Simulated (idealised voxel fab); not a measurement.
process module | voxel transistor to metal
cross-section cut | 195 nm wide | cells 5 nm
A cross-section is a grid of square cells, given in bands from the top down. A band is one or more rows of cells.
Each band's line starts with the height of the band's top and of its bottom, in nm. Then come its materials from left to right, each with its width in nm. One material with "throughout" fills the band from edge to edge. "air" is empty space.
Height 0 is the level under which the wafer as received is all one material. The lowest band goes on downwards, as in "0 down".
A width such as "30 to 40" changes by the same amount from each row of cells to the next, from the band's top row to its bottom row.
"no change" after a step means that no cell of the cross-section changed.
closed voids: empty space of 8 cells or more with no open way to the top, each as width x height at its distance from the left edge, in nm
after a step's settings: what the simulator itself notes on the step
overlay nm, on a step with a mask: how far to the right of its planned place the mask lay; to the left if negative
plan
1 op RECEIVE | material Si
2 op CONFORMAL_DEP | material SiO2 | thk nm 5
3 op CONFORMAL_DEP | material SiN | thk nm 10
4 op PATTERN | tone cover | mask id ACTIVE | material resist | width nm 110 | thk nm 20 | overlay nm 0
5 op DIRECTIONAL_ETCH | etch materials SiN | depth nm 10
6 op DIRECTIONAL_ETCH | etch materials SiO2 | depth nm 5
7 op DIRECTIONAL_ETCH | etch materials Si | depth nm 20
8 op STRIP | etch materials resist
9 op FILL_DEP | material SiO2 | thk nm 5
10 op CMP | height nm 15
11 op SELECTIVE_ETCH | etch materials SiO2 | depth nm 5
12 op STRIP | etch materials SiN
13 op SELECTIVE_ETCH | etch materials SiO2 | depth nm 5
14 op OXIDIZE | depth nm 5
15 op DIRECTIONAL_DEP | material polySi | thk nm 20
16 op DIRECTIONAL_DEP | material SiCN | thk nm 15
17 op MASKED_ETCH | tone cover | mask id GATE | width nm 30 | etch materials SiCN | depth nm 25 | overlay nm 0
18 op MASKED_ETCH | tone cover | mask id GATE | width nm 30 | etch materials polySi | depth nm 30 | overlay nm 0
19 op CONFORMAL_DEP | material SiN | thk nm 5
20 op DIRECTIONAL_ETCH | etch materials SiN | depth nm 5
21 op DIRECTIONAL_ETCH | etch materials SiO2 | depth nm 5
22 op EPI | material nSi | thk nm 5
23 op FILL_DEP | material SiO2 | thk nm 10
24 op CMP | height nm 20
25 op STRIP | etch materials polySi
26 op SELECTIVE_ETCH | etch materials SiO2 | depth nm 5
27 op CONFORMAL_DEP | material HfO2 | thk nm 5
28 op CONFORMAL_DEP | material TiN | thk nm 5
29 op FILL_DEP | material W | thk nm 5
30 op CMP | height nm 15
31 op DIRECTIONAL_DEP | material SiO2 | thk nm 15
32 op DIRECTIONAL_DEP | material aC | thk nm 15
33 op PATTERN | tone open | mask id CONTACT | material resist | width nm 15 | pitch nm 75 | thk nm 35 | overlay nm 0
34 op DIRECTIONAL_ETCH | etch materials aC | depth nm 5
35 op STRIP | etch materials resist
36 op DIRECTIONAL_ETCH | etch materials SiO2 | depth nm 30
37 op STRIP | etch materials aC
38 op CONFORMAL_DEP | material TiN | thk nm 5
39 op FILL_DEP | material Ru | thk nm 10
40 op CMP | height nm 30
41 op DIRECTIONAL_DEP | material TiN | thk nm 5
42 op DIRECTIONAL_DEP | material Ru | thk nm 20
43 op MASKED_ETCH | tone cover | mask id METAL_1 | width nm 15 | pitch nm 75 | etch materials Ru | depth nm 20 | overlay nm 0
44 op MASKED_ETCH | tone cover | mask id METAL_1 | width nm 15 | pitch nm 75 | etch materials TiN | depth nm 5 | overlay nm 0
45 op FILL_DEP | material lowk | thk nm 5
46 op CMP | height nm 55
47 op CONFORMAL_DEP | material SiCN | thk nm 5
48 op DIRECTIONAL_DEP | material lowk | thk nm 35
49 op DIRECTIONAL_DEP | material aC | thk nm 15
50 op PATTERN | tone open | mask id METAL_2 | material resist | width nm 15 | pitch nm 75 | thk nm 35 | overlay nm 0
51 op DIRECTIONAL_ETCH | etch materials aC | depth nm 15
52 op STRIP | etch materials resist
53 op DIRECTIONAL_ETCH | etch materials lowk | depth nm 20
54 op STRIP | etch materials aC
55 op DIRECTIONAL_DEP | material aC | thk nm 15
56 op PATTERN | tone open | mask id METAL_2_HOLES | material resist | width nm 15 | pitch nm 75 | thk nm 35 | overlay nm 0
57 op DIRECTIONAL_ETCH | etch materials aC | depth nm 15
58 op STRIP | etch materials resist
59 op DIRECTIONAL_ETCH | etch materials lowk | depth nm 15
60 op DIRECTIONAL_ETCH | etch materials SiCN | depth nm 5
61 op STRIP | etch materials aC
62 op CONFORMAL_DEP | material TiN | thk nm 5
63 op FILL_DEP | material Ru | thk nm 5
64 op CMP | height nm 95
65 op CONFORMAL_DEP | material SiN | thk nm 5
varied across the wafers: depth nm of step 34. The plan shows the first wafer's value. All wafers start alike
first wafer as received, after step 1
  0 down: Si throughout
  closed voids: none
each wafer at the end: cells of each material gained (+) or lost (-) since it was received, then its closed voids
depth nm 5 | +14 HfO2 | +38 Ru | -90 Si | +33 SiCN | +47 SiN | +276 SiO2 | +48 TiN | +4 W | +396 lowk | +14 nSi | closed voids: none
depth nm 10 | +14 HfO2 | +38 Ru | -90 Si | +33 SiCN | +47 SiN | +276 SiO2 | +48 TiN | +4 W | +396 lowk | +14 nSi | closed voids: none
depth nm 15 | +14 HfO2 | +48 Ru | -90 Si | +33 SiCN | +47 SiN | +240 SiO2 | +74 TiN | +4 W | +396 lowk | +14 nSi | closed voids: none
depth nm 20 | +14 HfO2 | +48 Ru | -90 Si | +33 SiCN | +47 SiN | +240 SiO2 | +74 TiN | +4 W | +396 lowk | +14 nSi | closed voids: none
depth nm 25 | +14 HfO2 | +48 Ru | -90 Si | +33 SiCN | +47 SiN | +240 SiO2 | +74 TiN | +4 W | +396 lowk | +14 nSi | closed voids: none
depth nm 30 | +14 HfO2 | +48 Ru | -90 Si | +33 SiCN | +47 SiN | +240 SiO2 | +74 TiN | +4 W | +396 lowk | +14 nSi | closed voids: none
